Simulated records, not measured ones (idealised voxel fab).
Module name: voxel wiring stack (process module)
It is cross-section cut that appears here, measuring 280 nm in width, its square cells being 5 nm in size.
In what follows, cross-sections appear as grids of square cells, described through bands that run from the top down, where every band is one or more rows of cells. Look at the band entry: it leads with the top's height and the bottom's height in nm. Then it lists the materials left to right, with a width in nm for each. The word "all across" on a single material says that material fills the band edge to edge. The word "blank" is empty space. Height datum 0, below which the as-received substrate wafer is one material. Lowest band open at the bottom, running downward: "from 0 down". Graded width ("30 to 40"): value in top row of band = first number; value in bottom row = second number; row-to-row change constant. Key: "stayed the same" - step with no changed cell in the cross-section. Reported under the label "Sealed void list" are the empty spaces having no open way to the top and comprising 8 cells or more; the notation for each is width x height at distance, in which the distance is measured from the left edge and all three values are in nm. Where a step's line continues beyond its settings, the continuation is a remark by the simulator itself on that step. You can add "overlay nm" to a step's line. For a step with a mask, it describes how far the mask lay to the right of its planned position, and a negative number describes a lay to the left.

Process steps foreseen in the plan
| 1 | RECEIVE | material Si |
| 2 | CONFORMAL_DEP | material SiO2 | thk nm 10 |
| 3 | CONFORMAL_DEP | material SiN | thk nm 5 |
| 4 | DIRECTIONAL_DEP | material lowk | thk nm 15 |
| 5 | DIRECTIONAL_DEP | material aC | thk nm 10 |
| 6 | PATTERN | tone open | mask id METAL_1 | material resist | width nm 25 | pitch nm 40 | thk nm 30 | overlay nm 0 |
| 7 | DIRECTIONAL_ETCH | etch materials aC | depth nm 10 |
| 8 | STRIP | etch materials resist |
| 9 | DIRECTIONAL_ETCH | etch materials lowk | depth nm 15 |
| 10 | DIRECTIONAL_ETCH | etch materials SiN | depth nm 5 |
| 11 | STRIP | etch materials aC |
| 12 | CONFORMAL_DEP | material TiN | thk nm 5 |
| 13 | FILL_DEP | material Cu | thk nm 5 |
| 14 | CMP | height nm 30 |
| 15 | CONFORMAL_DEP | material SiCN | thk nm 5 |
| 16 | DIRECTIONAL_DEP | material lowk | thk nm 10 |
| 17 | DIRECTIONAL_DEP | material aC | thk nm 15 |
| 18 | PATTERN | tone open | mask id PLUG_1 | material resist | width nm 15 | pitch nm 40 | thk nm 35 | overlay nm 0 |
| 19 | DIRECTIONAL_ETCH | etch materials aC | depth nm 15 |
| 20 | STRIP | etch materials resist |
| 21 | DIRECTIONAL_ETCH | etch materials lowk | depth nm 20 |
| 22 | DIRECTIONAL_ETCH | etch materials SiCN | depth nm 5 |
| 23 | STRIP | etch materials aC |
| 24 | CONFORMAL_DEP | material TiN | thk nm 5 |
| 25 | FILL_DEP | material Ru | thk nm 5 |
| 26 | CMP | height nm 55 |
| 27 | CONFORMAL_DEP | material SiCN | thk nm 5 |
| 28 | DIRECTIONAL_DEP | material lowk | thk nm 25 |
| 29 | MASKED_ETCH | tone open | mask id METAL_2 | width nm 25 | pitch nm 40 | etch materials lowk | depth nm 25 | overlay nm 0 |
| 30 | MASKED_ETCH | tone open | mask id METAL_2 | width nm 25 | pitch nm 40 | etch materials SiCN | depth nm 5 | overlay nm 0 |
| 31 | CONFORMAL_DEP | material TiN | thk nm 5 |
| 32 | FILL_DEP | material Cu | thk nm 5 |
| 33 | CMP | height nm 85 |
| 34 | CONFORMAL_DEP | material SiN | thk nm 5 |
Split variable: thk nm, step 16. Plan value = first wafer. Wafers start alike.

Cross-section of the first of several wafers as received (after step 1)
* from 0 down  Si all across
* Sealed void list: none

Gained (+) or lost (-) cells of each material since receipt, then closed voids: one row per wafer, at the end of the module
thk nm 10 | +48 Cu | +62 Ru | +96 SiCN | +102 SiN | +112 SiO2 | +120 TiN | +468 lowk | Sealed void list: none
thk nm 15 | +48 Cu | +8 Ru | +96 SiCN | +102 SiN | +112 SiO2 | +124 TiN | +518 lowk | Sealed void list: none
thk nm 20 | +48 Cu | +8 Ru | +96 SiCN | +102 SiN | +112 SiO2 | +74 TiN | +568 lowk | Sealed void list: none
thk nm 25 | +48 Cu | +4 Ru | +102 SiCN | +102 SiN | +112 SiO2 | +66 TiN | +574 lowk | Sealed void list: none
thk nm 30 | +48 Cu | +2 Ru | +102 SiCN | +102 SiN | +112 SiO2 | +62 TiN | +580 lowk | Sealed void list: none
thk nm 35 | +48 Cu | +102 SiCN | +102 SiN | +112 SiO2 | +58 TiN | +586 lowk | Sealed void list: none
